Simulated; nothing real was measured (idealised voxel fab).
process module | voxel ribs on slabs
cross-section cut | 170 nm wide | cells 5 nm
A cross-section is a grid of square cells, given in bands from the top down. A band is one or more rows of cells.
Each band's line starts with the height of the band's top and of its bottom, in nm. Then come its materials from left to right, each with its width in nm. One material with "throughout" fills the band from edge to edge. "air" is empty space.
Height 0 is the level under which the wafer as received is all one material. The lowest band goes on downwards, as in "0 down".
A width such as "30 to 40" changes by the same amount from each row of cells to the next, from the band's top row to its bottom row.
"no change" after a step means that no cell of the cross-section changed.
closed voids: empty space of 8 cells or more with no open way to the top, each as width x height at its distance from the left edge, in nm
after a step's settings: what the simulator itself notes on the step
overlay nm, on a step with a mask: how far to the right of its planned place the mask lay; to the left if negative
plan
1 op RECEIVE | material Si
2 op DIRECTIONAL_DEP | material SiO2 | thk nm 25
3 op DIRECTIONAL_DEP | material SiN | thk nm 20
4 op MASKED_ETCH | tone cover | mask id RIB | width nm 20 | etch materials SiN | depth nm 15 | overlay nm 0
5 op PATTERN | tone cover | mask id SLAB | material resist | width nm 60 | thk nm 15 | overlay nm 0
6 op DIRECTIONAL_ETCH | etch materials SiN | depth nm 5
7 op STRIP | etch materials resist
8 op FILL_DEP | material SiO2 | thk nm 25
9 op CMP | height nm 60
10 op DIRECTIONAL_DEP | material TiN | thk nm 5
11 op PATTERN | tone cover | mask id HEATER | material resist | width nm 30 | thk nm 15 | overlay nm 0
12 op DIRECTIONAL_ETCH | etch materials TiN | depth nm 5
13 op STRIP | etch materials resist
14 op CONFORMAL_DEP | material SiN | thk nm 10
as received, after step 1
  0 down: Si throughout
  closed voids: none
a wafer at the end: this start, this plan, one mistake
  75 to 70: air 60 | SiN 50 | air 60
  70 to 65: SiN throughout
  65 to 60: SiN 70 | TiN 30 | SiN 70
  60 to 45: SiO2 throughout
  45 to 30: SiO2 75 | SiN 20 | SiO2 75
  30 to 25: SiO2 60 | SiN 55 | SiO2 55
  25 to 0: SiO2 throughout
  0 down: Si throughout
  closed voids: none
what went wrong: step 5 ran as: op PATTERN | tone cover | mask id SLAB | material resist | width nm 55 | thk nm 15 | overlay nm 0
